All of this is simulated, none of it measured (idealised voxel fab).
Presented below is a process module, voxel local oxidation.
We display cut, a cross-section 210 nm in width whose square cells are each 5 nm.
Think of the cross-section as a grid of square cells. We describe it in bands, top to bottom, and each band covers one or more rows of those cells.
Top, bottom (nm), then materials left to right with widths (nm); lone material tagged "throughout" fills the whole band edge to edge; "air" = empty space.
For the purposes of this specification, 0 denotes the height below which the wafer in its as-received condition is composed wholly of one material, and the lowermost band, lacking a lower limit, extends downward without end, as expressed in "0 and below".
Width: "30 to 40" (first number = top row, second number = bottom row, same change from row to row of cells).
You'll sometimes find "nothing got changed" written for a step, and that's the way of saying that nowhere in the cross-section did a cell change during that step.
So "Voids lacking openings" is basically the list of trapped voids: any empty space of 8 cells or more that can't reach the top through an opening. They're written width x height at distance, the distance being from the left edge, and it's all nm.
If you see something after the settings on a step's line, that's the simulator's own remark about that step.
overlay nm, on a step with a mask: how far to the right of its planned place the mask lay; to the left if negative
### plan
1. RECEIVE, material Si
2. CONFORMAL_DEP, material SiO2, thk nm 5
3. CONFORMAL_DEP, material SiN, thk nm 10
4. DIRECTIONAL_DEP, material aC, thk nm 10
5. PATTERN, tone cover, mask id ACTIVE, material resist, width nm 125, thk nm 25, overlay nm 0
6. DIRECTIONAL_ETCH, etch materials aC, depth nm 10
7. STRIP, etch materials resist
8. DIRECTIONAL_ETCH, etch materials SiN, depth nm 10
9. STRIP, etch materials aC
10. SELECTIVE_ETCH, etch materials SiO2, depth nm 5
11. OXIDIZE, depth nm 15
12. STRIP, etch materials SiN
### Step 1 complete: cross-section of the wafer as received
> 0 and below | Si throughout
> Voids lacking openings: none
### Sectioned view, first of two wafers, at the close of the module, processed as intended in the plan
> 5 down to 0 | 45 nm air; 115 nm SiO2; 50 nm air
> 0 down to -15 | 60 nm SiO2; 85 nm Si; 65 nm SiO2
> -15 and below | Si throughout
> Voids lacking openings: none
### Same start, same plan as the first wafer - but one mistake in the run. Cross-section of the second of the two at the end of the module
> 5 down to 0 | 45 nm air; 120 nm SiO2; 45 nm air
> 0 down to -15 | 60 nm SiO2; 90 nm Si; 60 nm SiO2
> -15 and below | Si throughout
> Voids lacking openings: none
Want to know what went wrong? step 5 ran with different settings than intended, the actual operation and settings being PATTERN, tone cover, mask id ACTIVE, material resist, width nm 130, thk nm 25, overlay nm 0
Upon completion, the second wafer contains, in terms of cells, a greater or smaller amount of certain materials than the first wafer: +3 Si | -2 SiO2
